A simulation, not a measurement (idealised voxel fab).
voxel wiring stack: a process module
Shown is cross-section cut, with a width of 275 nm and square cells of size 5 nm.
Notation: cross-section as square-cell grid; stated in bands, top first, going down; one or more cell rows per band.
Band entry format. Leading values: height of top, height of bottom, nm. Remainder: materials in left-to-right order, each with its width in nm. Special words: "everywhere" on a single material, which then fills the band edge to edge; "empty", empty space.
Heights are expressed relative to 0, this being the level below which the as-received wafer comprises one material exclusively. The lowest band is unbounded in the downward direction and is denoted as in "0 nm and below".
Width: "30->40" (first number = top row, second number = bottom row, same change from row to row of cells).
Where the words "no alteration" appear for a step, the cross-section shows no cell changed by that step; every cell remained as before.
Closed-off voids of 8+ cells (no open route to the top) go in "closed voids", written width x height at distance from the left edge, in nm.
Post-settings text on a step line: simulator's own remark regarding the step.
The setting "overlay nm" may be written on the line of a step. When the step uses a mask, the value reports how far to the right of the planned place the mask lay, and a negative value reports that it lay to the left.
Below is the list of planned process steps
| 1 | RECEIVE [material Si] |
| 2 | CONFORMAL_DEP [material SiO2] [thk nm 10] |
| 3 | DIRECTIONAL_DEP [material TiN] [thk nm 5] |
| 4 | DIRECTIONAL_DEP [material Ru] [thk nm 20] |
| 5 | DIRECTIONAL_DEP [material aC] [thk nm 10] |
| 6 | PATTERN [tone cover] [mask id METAL_1] [material resist] [width nm 25] [pitch nm 40] [thk nm 25] [overlay nm 0] |
| 7 | DIRECTIONAL_ETCH [etch materials aC] [depth nm 10] |
| 8 | STRIP [etch materials resist] |
| 9 | DIRECTIONAL_ETCH [etch materials Ru] [depth nm 20] |
| 10 | DIRECTIONAL_ETCH [etch materials TiN] [depth nm 5] |
| 11 | STRIP [etch materials aC] |
| 12 | CONFORMAL_DEP [material SiN] [thk nm 5] |
| 13 | FILL_DEP [material lowk] [thk nm 5] |
| 14 | CMP [height nm 35] |
| 15 | CONFORMAL_DEP [material SiCN] [thk nm 5] |
| 16 | DIRECTIONAL_DEP [material lowk] [thk nm 20] |
| 17 | PATTERN [tone open] [mask id PLUG_1] [material resist] [width nm 15] [pitch nm 80] [thk nm 20] [overlay nm 0] |
| 18 | DIRECTIONAL_ETCH [etch materials lowk] [depth nm 20] |
| 19 | DIRECTIONAL_ETCH [etch materials SiCN] [depth nm 5] |
| 20 | STRIP [etch materials resist] |
| 21 | EPI [material Ru] [thk nm 10] |
| 22 | EPI [material Ru] [thk nm 10] |
| 23 | EPI [material Ru] [thk nm 5] |
| 24 | DIRECTIONAL_DEP [material TiN] [thk nm 5] |
| 25 | DIRECTIONAL_DEP [material W] [thk nm 25] |
| 26 | DIRECTIONAL_DEP [material aC] [thk nm 10] |
| 27 | PATTERN [tone cover] [mask id METAL_2] [material resist] [width nm 25] [pitch nm 40] [thk nm 30] [overlay nm 0] |
| 28 | DIRECTIONAL_ETCH [etch materials aC] [depth nm 10] |
| 29 | STRIP [etch materials resist] |
| 30 | DIRECTIONAL_ETCH [etch materials W] [depth nm 25] |
| 31 | DIRECTIONAL_ETCH [etch materials TiN] [depth nm 5] |
| 32 | STRIP [etch materials aC] |
| 33 | FILL_DEP [material lowk] [thk nm 10] |
| 34 | CMP [height nm 90] |
| 35 | CONFORMAL_DEP [material SiN] [thk nm 5] |
Cross-section of the incoming wafer, state after step 1
0 nm and below  Si everywhere
closed voids: none
Here's the wafer cut in cross-section after the module, started and planned just like above, except one thing was done wrong in the run
95 nm to 90 nm  SiN everywhere
90 nm to 65 nm  lowk 65  W 25  lowk 15  W 25  lowk 15  W 25  lowk 15  W 25  lowk 65
65 nm to 60 nm  lowk 65  TiN 25  lowk 15  TiN 25  lowk 15  TiN 25  lowk 15  TiN 25  lowk 65
60 nm to 40 nm  lowk 65  Ru 15  lowk 65  Ru 15  lowk 115
40 nm to 35 nm  SiCN 65  Ru 15  SiCN 65  Ru 15  SiCN 115
35 nm to 20 nm  lowk 60  SiN 5  Ru 25  SiN 5  lowk 5  SiN 5  Ru 25  SiN 5  lowk 5  SiN 5  Ru 25  SiN 5  lowk 5  SiN 5  Ru 25  SiN 5  lowk 60
20 nm to 15 nm  SiN 65  Ru 25  SiN 15  Ru 25  SiN 15  Ru 25  SiN 15  Ru 25  SiN 65
15 nm to 5 nm  SiO2 everywhere
5 nm to 0 nm  TiN everywhere
0 nm and below  Si everywhere
closed voids: none
Short version of what went wrong: steps 2 and 3 run out of order (swapped)
